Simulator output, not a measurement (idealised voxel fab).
voxel tone inversion: a process module
The figure presents cross-section cut, which has a width of 270 nm and is divided into square cells with an edge length of 5 nm.
A cross-section in this document is a grid of square cells, and it is written down as bands, the top band listed before the ones below it; a band is made up of one or more rows of cells. This entry defines a band. It first specifies the height of the band's top and the height of its bottom in nm, and then specifies the band's materials from left to right, stating each material with its width in nm. The word "all across" identifies a single material that fills the band from edge to edge, while the word "blank" identifies empty space. The level at which height equals 0 is the one under which the wafer, as it arrives, is entirely one material. No lower edge exists for the bottom band, which continues downward and is notated as in "0 and below". The expression "30 to 40" gives the width at the extremes of the band, the first number at its top row of cells and the second at its bottom row, with the width changing by equal amounts from each row to the next in between. A step reported as "remained the same" is a step in which no cell of the cross-section changed. Closed-off voids of 8+ cells (no open route to the top) go in "Sealed void list", written width x height at distance from the left edge, in nm. Read whatever lies past the settings on a step's line as the simulator's own remark about the step. The optional step-line setting "overlay nm" applies to steps with a mask and quantifies how far to the right of its planned location the mask lay, a negative value indicating leftward placement.
The steps planned for the process are as follows:
| 1 | RECEIVE: material Si |
| 2 | CONFORMAL_DEP: material SiCN, thk nm 10 |
| 3 | DIRECTIONAL_DEP: material polySi, thk nm 15 |
| 4 | PATTERN: tone cover, mask id POSTS, material resist, width nm 15, pitch nm 35, thk nm 25, overlay nm 0 |
| 5 | DIRECTIONAL_ETCH: etch materials polySi, depth nm 15 |
| 6 | STRIP: etch materials resist |
| 7 | FILL_DEP: material lowk, thk nm 10 |
| 8 | CMP: height nm 25 |
| 9 | STRIP: etch materials polySi |
| 10 | CONFORMAL_DEP: material TiN, thk nm 5 |
| 11 | FILL_DEP: material Ru, thk nm 5 |
| 12 | CMP: height nm 25 |
| 13 | CONFORMAL_DEP: material SiCN, thk nm 5 |
Cross-section of the incoming wafer, state after step 1:
0 and below = Si all across
Sealed void list: none
What the wafer looks like in cross-section after this module, when it starts as shown above and follows the plan above but one mistake is made in running it:
30 down to 25 = SiCN all across
25 down to 15 = Ru=85, then TiN=5, then lowk=15, then TiN=5, then Ru=10, then TiN=5, then lowk=15, then TiN=5, then Ru=10, then TiN=5, then lowk=15, then TiN=5, then Ru=90
15 down to 10 = TiN=90, then lowk=15, then TiN=20, then lowk=15, then TiN=20, then lowk=15, then TiN=95
10 down to 0 = SiCN all across
0 and below = Si all across
Sealed void list: none
Here's what went sideways: step 4 was run on a setting that differed from the plan, and what really ran there is PATTERN: tone open, mask id POSTS, material resist, width nm 15, pitch nm 35, thk nm 25, overlay nm 0
